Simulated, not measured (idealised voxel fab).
The process module that follows is named voxel gate over fins.
Square cell edge 5 nm, section width 170 nm, ID cut.
We lay out every cross-section as a grid of square cells and spell it out in bands from the top down, where one band means one or more rows of cells.
Basically the band line says how high the top is and how high the bottom is, in nm, and then what's in it from left to right, every material with its width in nm. Empty space shows up as "empty", and if a single material carries "full width" it runs the full band edge to edge.
Below 0: as-received wafer, all one material; heights counted from there. Lowest band: no bottom, goes on down, written "from 0 down".
So if you see something like "30 to 40" for the width, read it as the top row of the band sitting at the first number and the bottom row at the second, with every row in between moving by the same amount as the last.
You'll sometimes find "changes: none" written for a step, and that's the way of saying that nowhere in the cross-section did a cell change during that step.
What "Fully sealed cavities" gives you is every empty space of 8 cells or more that is cut off from the top. Each appears as width x height at distance, with the distance taken from the left edge and width, height and distance all in nm.
It should be noted that, on the line of a given step, the content following the step's settings is a remark produced by the simulator itself with respect to that step.
overlay nm: right-of-plan distance of the mask on a masked step; negative values mean left-of-plan.
Here's what the planned process steps look like
1: RECEIVE with material Si
2: CONFORMAL_DEP with material SiN, thk nm 10
3: DIRECTIONAL_DEP with material aC, thk nm 15
4: PATTERN with tone cover, mask id FINS, material resist, width nm 15, pitch nm 35, thk nm 30, overlay nm -10
5: DIRECTIONAL_ETCH with etch materials aC, depth nm 15
6: STRIP with etch materials resist
7: DIRECTIONAL_ETCH with etch materials SiN, depth nm 10
8: DIRECTIONAL_ETCH with etch materials Si, depth nm 40
9: STRIP with etch materials aC
10: OXIDIZE with depth nm 5
11: FILL_DEP with material SiO2, thk nm 15
12: CMP with height nm 10
13: SELECTIVE_ETCH with etch materials SiO2, depth nm 25
14: STRIP with etch materials SiN
15: CONFORMAL_DEP with material HfO2, thk nm 5
16: CONFORMAL_DEP with material TiN, thk nm 5
17: CONFORMAL_DEP with material TiAl, thk nm 5
18: CONFORMAL_DEP with material TiN, thk nm 5
19: FILL_DEP with material W, thk nm 15
20: CMP with height nm 30
21: CONFORMAL_DEP with material SiCN, thk nm 5
The overlay nm used in step 4 is not the same on every wafer, whereas the starting condition is; the value printed in the plan is the first wafer's.
Sectional view: first of several wafers, as received, after step 1
* from 0 down | Si full width
* Fully sealed cavities: none
Note: the following table is arranged by wafer, a row apiece. Each row reports the end-of-module state: per material, cells gained (+) or cells lost (-) compared with the wafer as received; closed voids follow
overlay nm -10 | +58 HfO2 | -270 Si | +34 SiCN | +180 SiO2 | +58 TiAl | +98 TiN | +80 W | Fully sealed cavities: none
overlay nm -5 | +58 HfO2 | -270 Si | +34 SiCN | +180 SiO2 | +58 TiAl | +98 TiN | +80 W | Fully sealed cavities: none
overlay nm 0 | +58 HfO2 | -270 Si | +34 SiCN | +180 SiO2 | +58 TiAl | +98 TiN | +80 W | Fully sealed cavities: none
overlay nm 5 | +58 HfO2 | -270 Si | +34 SiCN | +180 SiO2 | +58 TiAl | +98 TiN | +80 W | Fully sealed cavities: none
overlay nm 10 | +58 HfO2 | -270 Si | +34 SiCN | +180 SiO2 | +58 TiAl | +98 TiN | +80 W | Fully sealed cavities: none
